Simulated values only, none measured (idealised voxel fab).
Title: Process Module voxel self aligned vias
The cross-section shown here is cut; it is 220 nm wide and divided into square cells measuring 5 nm on a side.
Just so we're on the same page, the cross-sections are grids of square cells, and they're listed out in bands top to bottom, each band one or more rows deep.
Per band: top height and bottom height in nm, followed by the left-to-right materials and their widths in nm; "everywhere" marks a single material spanning edge to edge, "air" marks empty space.
Beneath 0, the wafer as received is one material, and that level is where height counting begins. The lowest band goes on downward without a bottom; it is written like "0 and below".
So if you see something like "30..40" for the width, read it as the top row of the band sitting at the first number and the bottom row at the second, with every row in between moving by the same amount as the last.
"nothing was modified" (step): cross-section cells unchanged, all of them.
Look at "Closed internal voids" for the closed voids: empty spaces with no open path to the top, sized 8 cells or up. Each is width x height at distance, distance from the left edge, all nm.
after a step's settings: what the simulator itself notes on the step
overlay nm: right-of-plan distance of the mask on a masked step; negative values mean left-of-plan.

**Intended process steps**
- 1: RECEIVE,material Si
- 2: CONFORMAL_DEP,material SiO2,thk nm 10
- 3: CONFORMAL_DEP,material SiCN,thk nm 5
- 4: DIRECTIONAL_DEP,material lowk,thk nm 25
- 5: MASKED_ETCH,tone open,mask id LINES,width nm 20,pitch nm 60,etch materials lowk,depth nm 25,overlay nm 0
- 6: CONFORMAL_DEP,material TiN,thk nm 5
- 7: FILL_DEP,material W,thk nm 5
- 8: CMP,height nm 40
- 9: SELECTIVE_ETCH,etch materials W Ru TiN,depth nm 5
- 10: FILL_DEP,material SiN,thk nm 10
- 11: CMP,height nm 40
- 12: DIRECTIONAL_DEP,material lowk,thk nm 20
- 13: MASKED_ETCH,tone open,mask id VIAS,width nm 40,pitch nm 60,etch materials lowk,depth nm 20,overlay nm 0
- 14: MASKED_ETCH,tone open,mask id VIAS,width nm 40,pitch nm 60,etch materials SiN,depth nm 5,overlay nm 0
- 15: CONFORMAL_DEP,material TiN,thk nm 5
- 16: FILL_DEP,material W,thk nm 5
- 17: CMP,height nm 60
- 18: CONFORMAL_DEP,material SiN,thk nm 5

**Wafer as received: cross-section following step 1**
> 0 and below: Si everywhere
> Closed internal voids: none

**End-of-module cross-section of the first of two wafers, processed as planned**
> 65 down to 60: SiN everywhere
> 60 down to 45: lowk (60)  TiN (5)  W (30)  TiN (5)  lowk (20)  TiN (5)  W (30)  TiN (5)  lowk (60)
> 45 down to 40: lowk (60)  TiN (15)  W (10)  TiN (15)  lowk (20)  TiN (15)  W (10)  TiN (15)  lowk (60)
> 40 down to 35: lowk (70)  TiN (20)  lowk (40)  TiN (20)  lowk (70)
> 35 down to 20: lowk (70)  TiN (5)  W (10)  TiN (5)  lowk (40)  TiN (5)  W (10)  TiN (5)  lowk (70)
> 20 down to 15: lowk (70)  TiN (20)  lowk (40)  TiN (20)  lowk (70)
> 15 down to 10: SiCN everywhere
> 10 down to 0: SiO2 everywhere
> 0 and below: Si everywhere
> Closed internal voids: none

**Cross-sectional view of the second of two wafers upon completion of the module. This wafer shared its starting condition and process plan with the first; one error was made during its execution**
> 65 down to 60: SiN everywhere
> 60 down to 45: lowk (60)  TiN (5)  W (30)  TiN (5)  lowk (20)  TiN (5)  W (30)  TiN (5)  lowk (60)
> 45 down to 40: lowk (60)  TiN (20)  W (10)  TiN (10)  lowk (20)  TiN (20)  W (10)  TiN (10)  lowk (60)
> 40 down to 35: lowk (75)  TiN (20)  lowk (40)  TiN (20)  lowk (65)
> 35 down to 20: lowk (75)  TiN (5)  W (10)  TiN (5)  lowk (40)  TiN (5)  W (10)  TiN (5)  lowk (65)
> 20 down to 15: lowk (75)  TiN (20)  lowk (40)  TiN (20)  lowk (65)
> 15 down to 10: SiCN everywhere
> 10 down to 0: SiO2 everywhere
> 0 and below: Si everywhere
> Closed internal voids: none
Diagnosis: step 5 ran differently from the plan; actual operation with settings: MASKED_ETCH,tone open,mask id LINES,width nm 20,pitch nm 60,etch materials lowk,depth nm 25,overlay nm 5
Heads up: at the end the two wafers have identical cell counts per material, they're just laid out differently.
